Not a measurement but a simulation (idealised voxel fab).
Process module heading - voxel spacer lines
Pictured: cross-section cut, 185 nm wide, on a grid of 5 nm square cells.
How to read a cross-section here: the picture is a grid of square cells, written as bands going from the top down, and any band can span one or more rows of cells.
Each band's line starts with the height of the band's top and of its bottom, in nm. Then come its materials from left to right, each with its width in nm. One material with "all across" fills the band from edge to edge. "empty" is empty space.
The level at which height equals 0 is the one under which the wafer, as it arrives, is entirely one material. No lower edge exists for the bottom band, which continues downward and is notated as in "0 nm and below".
Read "30->40" as a graded width: first number on top, second number at the bottom, same change between each pair of neighbouring rows.
Basically "nothing changed" means that step didn't change any cell in the cross-section.
For the entry "Enclosed void entries", the listed items are empty spaces with no open way to the top whose size is 8 cells or more; each item follows the pattern width x height at distance, where distance is from the left edge and all three are in nm.
On a step's line, text after the settings is the simulator commenting on that step.
On any step carrying a mask, the "overlay nm" setting, if present on the step's line, tells how far right of its planned place the mask lay; negative values point to the left.

Process steps (planned):
1,RECEIVE: material Si
2,CONFORMAL_DEP: material Al2O3, thk nm 10
3,DIRECTIONAL_DEP: material W, thk nm 15
4,DIRECTIONAL_DEP: material aC, thk nm 20
5,PATTERN: tone cover, mask id MANDREL, material resist, width nm 15, pitch nm 50, thk nm 30, overlay nm 0
6,DIRECTIONAL_ETCH: etch materials aC, depth nm 20
7,STRIP: etch materials resist
8,CONFORMAL_DEP: material SiN, thk nm 10
9,DIRECTIONAL_ETCH: etch materials SiN, depth nm 5
10,STRIP: etch materials aC
11,DIRECTIONAL_ETCH: etch materials W, depth nm 15
12,STRIP: etch materials SiN
13,FILL_DEP: material SiO2, thk nm 10
14,CMP: height nm 25
Every wafer here starts from the same state; it is the step 9 depth nm that distinguishes them, and the value the plan gives belongs to the first wafer.

First wafer of several, as received: cross-section after step 1:
0 nm and below: Si all across
Enclosed void entries: none

After the module's final step, step 14: the first of several wafers in cross-section:
25 nm to 10 nm: W all across
10 nm to 0 nm: Al2O3 all across
0 nm and below: Si all across
Enclosed void entries: none

Module end, final wafer: cross-section:
25 nm to 10 nm: 25 nm SiO2 / 10 nm W / 15 nm SiO2 / 10 nm W / 15 nm SiO2 / 10 nm W / 15 nm SiO2 / 10 nm W / 15 nm SiO2 / 10 nm W / 15 nm SiO2 / 10 nm W / 25 nm SiO2
10 nm to 0 nm: Al2O3 all across
0 nm and below: Si all across
Enclosed void entries: none

Tabulated below, wafer by wafer, are the end-of-module results: for each material, the number of cells gained (+) or lost (-) relative to the as-received state, followed by the closed voids:
depth nm 5, +74 Al2O3, +111 W, Enclosed void entries: none
depth nm 10, +74 Al2O3, +75 SiO2, +36 W, Enclosed void entries: none
depth nm 15, +74 Al2O3, +75 SiO2, +36 W, Enclosed void entries: none
depth nm 20, +74 Al2O3, +75 SiO2, +36 W, Enclosed void entries: none
depth nm 25, +74 Al2O3, +75 SiO2, +36 W, Enclosed void entries: none
